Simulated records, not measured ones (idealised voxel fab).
voxel released beams: a process module
Each square cell in cross-section cut measures 5 nm, and the section as a whole is 225 nm wide.
Cross-section, as written here: a square-cell grid given band by band from the top down, where a band holds one or more rows of cells.
First you get the band's top height and its bottom height, in nm, and then the materials it's made of, left to right, with each width in nm. If you see a single material with "full width", that one covers the band edge to edge. "air" is empty space.
It should be noted that heights are counted from 0, beneath which the wafer as supplied is of one material throughout, and that the lowest band possesses no lower boundary but continues downward, as written in "0 nm and below".
Graded width ("30->40"): value in top row of band = first number; value in bottom row = second number; row-to-row change constant.
Where the words "nothing got changed" appear for a step, the cross-section shows no cell changed by that step; every cell remained as before.
Voids not open to the top, 8 cells minimum: see "Trapped voids". Written width x height at distance; distance is from the left edge; nm.
Anything after a step's settings on that line? It's the simulator's own note about the step.
What "overlay nm" on a step's line means: if the step has a mask, that mask lay this far to the right of its planned place, or, when the value is negative, to the left.

Set out below are the planned steps of the process:
1 RECEIVE, material Si
2 CONFORMAL_DEP, material Al2O3, thk nm 5
3 DIRECTIONAL_DEP, material SiO2, thk nm 20
4 MASKED_ETCH, tone open, mask id ANCHOR, width nm 40, etch materials SiO2, depth nm 20, overlay nm 0
5 CONFORMAL_DEP, material SiN, thk nm 15
6 MASKED_ETCH, tone cover, mask id BEAM, width nm 120, etch materials SiN, depth nm 15, overlay nm 0
7 STRIP, etch materials SiO2

First of the two wafers, run per plan:

Wafer at receipt (post step 1), cross-section:
> 0 nm and below: Si full width
> Trapped voids: none

Cross-section of the wafer after step 2:
> 5 nm to 0 nm: Al2O3 full width
> Rest of section, below 0: as before.

Cross-section of the wafer after step 3:
> 25 nm to 5 nm: SiO2 full width
> Rest of section, below 5: as before.

Cross-section of the wafer after step 4:
> 25 nm to 5 nm: SiO2=55, then air=40, then SiO2=130
> Rest of section, below 5: as before.

Cross-section of the wafer after step 5:
> 40 nm to 25 nm: SiN=70, then air=10, then SiN=145
> 25 nm to 20 nm: SiO2=55, then SiN=15, then air=10, then SiN=15, then SiO2=130
> 20 nm to 5 nm: SiO2=55, then SiN=40, then SiO2=130
> Rest of section, below 5: as before.

Cross-section of the wafer after step 6:
> 40 nm to 25 nm: air=50, then SiN=20, then air=10, then SiN=90, then air=55
> Rest of section, below 25: as before.

Cross-section of the wafer after step 7:
> 40 nm to 25 nm: air=50, then SiN=20, then air=10, then SiN=90, then air=55
> 25 nm to 20 nm: air=55, then SiN=15, then air=10, then SiN=15, then air=130
> 20 nm to 5 nm: air=55, then SiN=40, then air=130
> Rest of section, below 5: as before.

Wafer two of two - same starting point, same process plan, one mistake in execution; matches wafer one up to and including step 2:

Cross-section of the second wafer corresponding to the planned conclusion of step 3: nothing got changed

Cross-section of the second wafer corresponding to the planned conclusion of step 4: nothing got changed

Cross-section of the second wafer corresponding to the planned conclusion of step 5:
> 20 nm to 5 nm: SiN full width
> Rest of section, below 5: as before.

Cross-section of the second wafer corresponding to the planned conclusion of step 6:
> 20 nm to 5 nm: air=50, then SiN=120, then air=55
> Rest of section, below 5: as before.

Cross-section of the second wafer corresponding to the planned conclusion of step 7: nothing got changed
Here's what went sideways: step 3 of the plan: omitted, not performed
Cell-count delta at end, second wafer over first, by material: SiN -24
